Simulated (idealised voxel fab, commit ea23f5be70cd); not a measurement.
Documented hereafter: the process module known as voxel capacitor over wiring.
Each square cell in cross-section cut measures 5 nm, and the section as a whole is 155 nm wide.
Just so we're on the same page, the cross-sections are grids of square cells, and they're listed out in bands top to bottom, each band one or more rows deep. In this notation a band is specified by the heights of its top and bottom, in that order and in nm, after which its materials appear from left to right, each paired with its width in nm. The word "everywhere" attached to a single material means that material fills the band from edge to edge; the word "empty" stands for empty space. Heights from 0 (as-received wafer is one material below). Bottom band endless downward, as "0 -> down". The two numbers in a width such as "30..40" mark its ends across the band: the first belongs to the top row of cells, the second to the bottom row, and from each row to the next the width moves by the same amount. No cell of the cross-section changed in a step that is given as "remained the same". Listed in "Closed void table": every empty space of 8 or more cells without an open way to the top. Form: width x height at distance, the distance being from the left edge, all in nm. On a step's line, text after the settings is the simulator commenting on that step. The optional step-line setting "overlay nm" applies to steps with a mask and quantifies how far to the right of its planned location the mask lay, a negative value indicating leftward placement.
**Here's what the planned process steps look like**
1. RECEIVE (material Si)
2. CONFORMAL_DEP (material SiO2; thk nm 10)
3. CONFORMAL_DEP (material SiN; thk nm 5)
4. DIRECTIONAL_DEP (material SiO2; thk nm 15)
5. DIRECTIONAL_DEP (material aC; thk nm 15)
6. PATTERN (tone open; mask id METAL_1; material resist; width nm 20; pitch nm 85; thk nm 30; overlay nm 0)
7. DIRECTIONAL_ETCH (etch materials aC; depth nm 15)
8. STRIP (etch materials resist)
9. DIRECTIONAL_ETCH (etch materials SiO2; depth nm 25)
10. DIRECTIONAL_ETCH (etch materials SiN; depth nm 5)
11. STRIP (etch materials aC)
12. CONFORMAL_DEP (material TiN; thk nm 5)
13. FILL_DEP (material Cu; thk nm 5)
14. CMP (height nm 40)
15. CONFORMAL_DEP (material SiCN; thk nm 5)
16. DIRECTIONAL_DEP (material SiO2; thk nm 15)
17. DIRECTIONAL_DEP (material aC; thk nm 15)
18. PATTERN (tone open; mask id PLUG_1; material resist; width nm 15; thk nm 30; overlay nm 0)
19. DIRECTIONAL_ETCH (etch materials aC; depth nm 15)
20. STRIP (etch materials resist)
21. DIRECTIONAL_ETCH (etch materials SiO2; depth nm 15)
22. DIRECTIONAL_ETCH (etch materials SiCN; depth nm 5)
23. STRIP (etch materials aC)
24. EPI (material Ru; thk nm 10)
25. EPI (material Ru; thk nm 10)
26. DIRECTIONAL_DEP (material TiN; thk nm 10)
27. DIRECTIONAL_DEP (material SiN; thk nm 5)
28. DIRECTIONAL_DEP (material TiN; thk nm 5)
29. PATTERN (tone cover; mask id UPPER_PLATE; material resist; width nm 70; thk nm 15; overlay nm 0)
30. DIRECTIONAL_ETCH (etch materials TiN; depth nm 5)
31. DIRECTIONAL_ETCH (etch materials SiN; depth nm 5)
32. STRIP (etch materials resist)
33. MASKED_ETCH (tone cover; mask id LOWER_PLATE; width nm 80; etch materials TiN; depth nm 10; overlay nm 0)
34. FILL_DEP (material SiO2; thk nm 15)
35. CMP (height nm 90)
36. MASKED_ETCH (tone open; mask id PLUG_2; width nm 15; etch materials SiO2; depth nm 10; overlay nm 0)
37. CONFORMAL_DEP (material TiN; thk nm 5)
38. FILL_DEP (material Ru; thk nm 10)
39. CMP (height nm 90)
40. CONFORMAL_DEP (material SiCN; thk nm 5)
The wafers are alike at the start. At step 4, their thk nm differs. The plan lists the first wafer's value.
**This is how the first of several wafers looked in cross-section when it arrived, which is after step 1**
* 0 -> down: Si everywhere
* Closed void table: none
**At the end of the module, after its last step, step 40, the first of several wafers appears in cross-section as follows**
* 95 -> 90: SiCN everywhere
* 90 -> 85: SiO2=40, TiN=5, Ru=5, TiN=5, SiO2=100
* 85 -> 75: SiO2=40..30, TiN=15..70, SiO2=100..55
* 75 -> 70: SiO2=30, SiN=70, SiO2=55
* 70 -> 60: SiO2=25, TiN=80, SiO2=50
* 60 -> 45: SiO2=30, Ru=15, SiO2=110
* 45 -> 40: SiCN=30, Ru=15, SiCN=110
* 40 -> 35: Cu everywhere
* 35 -> 30: TiN=30, Cu=10, TiN=75, Cu=10, TiN=30
* 30 -> 15: SiO2=25, TiN=5, Cu=10, TiN=5, SiO2=65, TiN=5, Cu=10, TiN=5, SiO2=25
* 15 -> 10: SiN=25, TiN=20, SiN=65, TiN=20, SiN=25
* 10 -> 0: SiO2 everywhere
* 0 -> down: Si everywhere
* Closed void table: none
**The last wafer as seen in cross-section at the end of the module**
* 95 -> 90: SiCN everywhere
* 90 -> 85: SiO2=40, TiN=5, Ru=5, TiN=5, SiO2=100
* 85 -> 75: SiO2=40..30, TiN=15..70, SiO2=100..55
* 75 -> 70: SiO2=30, SiN=70, SiO2=55
* 70 -> 60: SiO2=25, TiN=80, SiO2=50
* 60 -> 45: SiO2=30, Ru=15, SiO2=110
* 45 -> 40: SiCN=30, Ru=15, SiCN=110
* 40 -> 35: SiO2=25, TiN=5, Cu=10, TiN=5, SiO2=65, TiN=5, Cu=10, TiN=5, SiO2=25
* 35 -> 30: SiO2=25, TiN=20, SiO2=65, TiN=20, SiO2=25
* 30 -> 15: SiO2 everywhere
* 15 -> 10: SiN everywhere
* 10 -> 0: SiO2 everywhere
* 0 -> down: Si everywhere
* Closed void table: none
**Per-wafer rows below. For each material: cells gained (+) or lost (-) since the wafer was received, as of end of module. Then: closed voids**
thk nm 15; +47 Cu; +13 Ru; +59 SiCN; +37 SiN; +335 SiO2; +98 TiN; Closed void table: none
thk nm 20; +20 Cu; +13 Ru; +59 SiCN; +37 SiN; +358 SiO2; +102 TiN; Closed void table: none
thk nm 25; +20 Cu; +13 Ru; +59 SiCN; +37 SiN; +381 SiO2; +79 TiN; Closed void table: none
thk nm 30; +12 Cu; +13 Ru; +59 SiCN; +45 SiN; +389 SiO2; +71 TiN; Closed void table: none
thk nm 35; +8 Cu; +13 Ru; +59 SiCN; +45 SiN; +397 SiO2; +67 TiN; Closed void table: none
thk nm 40; +4 Cu; +13 Ru; +59 SiCN; +45 SiN; +405 SiO2; +63 TiN; Closed void table: none
